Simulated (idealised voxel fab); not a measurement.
The process module presented herein is designated voxel ribs on slabs.
Cross-section cut spans 285 nm and uses square cells 5 nm in size.
How to read a cross-section here: the picture is a grid of square cells, written as bands going from the top down, and any band can span one or more rows of cells.
In this notation a band is specified by the heights of its top and bottom, in that order and in nm, after which its materials appear from left to right, each paired with its width in nm. The word "all across" attached to a single material means that material fills the band from edge to edge; the word "empty" stands for empty space.
Heights are expressed relative to 0, this being the level below which the as-received wafer comprises one material exclusively. The lowest band is unbounded in the downward direction and is denoted as in "z 0 and below".
Graded width ("30 to 40"): value in top row of band = first number; value in bottom row = second number; row-to-row change constant.
Take "stayed the same" at face value: in the step it is given for, the cross-section changed in none of its cells.
Empty spaces counting at least 8 cells and having no open way to the top are listed in "Closed voids list". The notation width x height at distance is used for each, the distance being from the left edge and all three values in nm.
after a step's settings: what the simulator itself notes on the step
Steps that use a mask can have "overlay nm" on their line. It says how far the mask sat to the right of where it was meant to be. Negative means to the left.
Intended process steps
1,RECEIVE, material Si
2,DIRECTIONAL_DEP, material SiO2, thk nm 20
3,DIRECTIONAL_DEP, material SiN, thk nm 20
4,DIRECTIONAL_DEP, material aC, thk nm 15
5,PATTERN, tone cover, mask id RIB, material resist, width nm 20, thk nm 30, overlay nm 0
6,DIRECTIONAL_ETCH, etch materials aC, depth nm 15
7,STRIP, etch materials resist
8,DIRECTIONAL_ETCH, etch materials SiN, depth nm 5
9,STRIP, etch materials aC
10,DIRECTIONAL_DEP, material aC, thk nm 15
11,PATTERN, tone cover, mask id SLAB, material resist, width nm 70, thk nm 30, overlay nm 0
12,DIRECTIONAL_ETCH, etch materials aC, depth nm 15
13,STRIP, etch materials resist
14,DIRECTIONAL_ETCH, etch materials SiN, depth nm 15
15,STRIP, etch materials aC
16,FILL_DEP, material SiO2, thk nm 25
17,CMP, height nm 55
18,DIRECTIONAL_DEP, material W, thk nm 10
19,PATTERN, tone cover, mask id HEATER, material resist, width nm 30, thk nm 20, overlay nm 0
20,DIRECTIONAL_ETCH, etch materials W, depth nm 10
21,STRIP, etch materials resist
22,CONFORMAL_DEP, material SiN, thk nm 10
So this is the incoming wafer in cross-section - it's already been through step 1
	z 0 and below  Si all across
	Closed voids list: none
Looking at the first of two wafers in cross-section at end of module - ran to plan
	z 75 to 65  empty: 115  SiN: 50  empty: 120
	z 65 to 55  SiN: 125  W: 30  SiN: 130
	z 55 to 40  SiO2 all across
	z 40 to 35  SiO2: 130  SiN: 20  SiO2: 135
	z 35 to 20  SiO2: 105  SiN: 70  SiO2: 110
	z 20 to 0  SiO2 all across
	z 0 and below  Si all across
	Closed voids list: none
Wafer two, sectioned after the module: the first wafer's start, the first wafer's plan, and one mistake in how it was run
	z 65 to 55  empty: 125  W: 30  empty: 130
	z 55 to 40  SiO2 all across
	z 40 to 35  SiO2: 130  SiN: 20  SiO2: 135
	z 35 to 20  SiO2: 105  SiN: 70  SiO2: 110
	z 20 to 0  SiO2 all across
	z 0 and below  Si all across
	Closed voids list: none
Short version of what went wrong: skipped: plan step 22 (never run)
In the final state, the cell counts of the second wafer exceed or fall short of those of the first for the following materials: SiN: 122 fewer
